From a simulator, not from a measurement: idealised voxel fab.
voxel gate over fins: a process module
We display cut, a cross-section 210 nm in width whose square cells are each 5 nm.
Cross-section layout: square cells on a grid; listed as bands, top to bottom; a band spans one or more cell rows. Band entry format. Leading values: height of top, height of bottom, nm. Remainder: materials in left-to-right order, each with its width in nm. Special words: "full width" on a single material, which then fills the band edge to edge; "air", empty space. Note: height 0 marks the level under which the wafer is uniformly one material as received. Lowest band unbounded below, written "top 0, no bottom". You'd read "30 to 40" like this: the band's top row of cells is as wide as the first number, its bottom row is as wide as the second, and going down, every row changes width by the same amount as the row before did. Basically "nothing altered" means that step didn't change any cell in the cross-section. Voids not open to the top, 8 cells minimum: see "Entrapped voids". Written width x height at distance; distance is from the left edge; nm. Read whatever lies past the settings on a step's line as the simulator's own remark about the step. Steps that use a mask can have "overlay nm" on their line. It says how far the mask sat to the right of where it was meant to be. Negative means to the left.

Below is the list of planned process steps
1: RECEIVE [material Si]
2: CONFORMAL_DEP [material SiN] [thk nm 5]
3: MASKED_ETCH [tone cover] [mask id FINS] [width nm 15] [pitch nm 45] [etch materials SiN] [depth nm 5] [overlay nm 0]
4: MASKED_ETCH [tone cover] [mask id FINS] [width nm 15] [pitch nm 45] [etch materials Si] [depth nm 30] [overlay nm -15]
5: FILL_DEP [material SiO2] [thk nm 5]
6: CMP [height nm 5]
7: SELECTIVE_ETCH [etch materials SiO2] [depth nm 15]
8: STRIP [etch materials SiN]
9: CONFORMAL_DEP [material HfO2] [thk nm 5]
10: CONFORMAL_DEP [material TiN] [thk nm 5]
11: FILL_DEP [material W] [thk nm 10]
12: CMP [height nm 15]
13: CONFORMAL_DEP [material SiCN] [thk nm 10]
Same starting wafers, different overlay nm at step 4. Plan value belongs to the first wafer.

As-received state after step 1, first of several wafers, cross-section
	top 0, no bottom = Si full width
	Entrapped voids: none

At the end of the module, after its last step, step 13, the first of several wafers appears in cross-section as follows
	top 25, bottom 15 = SiCN full width
	top 15, bottom 10 = W full width
	top 10, bottom 5 = W=5 / TiN=185 / W=20
	top 5, bottom 0 = W=5 / TiN=5 / HfO2=40 / TiN=5 / HfO2=40 / TiN=5 / HfO2=40 / TiN=5 / HfO2=40 / TiN=5 / W=20
	top 0, bottom -5 = TiN=10 / HfO2=5 / Si=30 / HfO2=5 / TiN=5 / HfO2=5 / Si=30 / HfO2=5 / TiN=5 / HfO2=5 / Si=30 / HfO2=5 / TiN=5 / HfO2=5 / Si=30 / HfO2=5 / TiN=25
	top -5, bottom -10 = HfO2=15 / Si=30 / HfO2=15 / Si=30 / HfO2=15 / Si=30 / HfO2=15 / Si=30 / HfO2=30
	top -10, bottom -30 = SiO2=15 / Si=30 / SiO2=15 / Si=30 / SiO2=15 / Si=30 / SiO2=15 / Si=30 / SiO2=30
	top -30, no bottom = Si full width
	Entrapped voids: none

Module end, final wafer: cross-section
	top 25, bottom 15 = SiCN full width
	top 15, bottom 10 = W full width
	top 10, bottom 5 = W=20 / TiN=185 / W=5
	top 5, bottom 0 = W=20 / TiN=5 / HfO2=40 / TiN=5 / HfO2=40 / TiN=5 / HfO2=40 / TiN=5 / HfO2=40 / TiN=5 / W=5
	top 0, bottom -5 = TiN=25 / HfO2=5 / Si=30 / HfO2=5 / TiN=5 / HfO2=5 / Si=30 / HfO2=5 / TiN=5 / HfO2=5 / Si=30 / HfO2=5 / TiN=5 / HfO2=5 / Si=30 / HfO2=5 / TiN=10
	top -5, bottom -10 = HfO2=30 / Si=30 / HfO2=15 / Si=30 / HfO2=15 / Si=30 / HfO2=15 / Si=30 / HfO2=15
	top -10, bottom -30 = SiO2=30 / Si=30 / SiO2=15 / Si=30 / SiO2=15 / Si=30 / SiO2=15 / Si=30 / SiO2=15
	top -30, no bottom = Si full width
	Entrapped voids: none

Per wafer, end of module: cells gained (+) or lost (-) per material since receipt, then closed voids
overlay nm -15, +58 HfO2, -108 Si, +84 SiCN, +72 SiO2, +52 TiN, +52 W, Entrapped voids: none
overlay nm -10, +58 HfO2, -132 Si, +84 SiCN, +88 SiO2, +58 TiN, +54 W, Entrapped voids: none
overlay nm -5, +58 HfO2, -156 Si, +84 SiCN, +104 SiO2, +58 TiN, +62 W, Entrapped voids: none
overlay nm 0, +58 HfO2, -180 Si, +84 SiCN, +120 SiO2, +58 TiN, +70 W, Entrapped voids: none
overlay nm 5, +58 HfO2, -156 Si, +84 SiCN, +104 SiO2, +58 TiN, +62 W, Entrapped voids: none
overlay nm 10, +58 HfO2, -132 Si, +84 SiCN, +88 SiO2, +58 TiN, +54 W, Entrapped voids: none
overlay nm 15, +58 HfO2, -108 Si, +84 SiCN, +72 SiO2, +52 TiN, +52 W, Entrapped voids: none
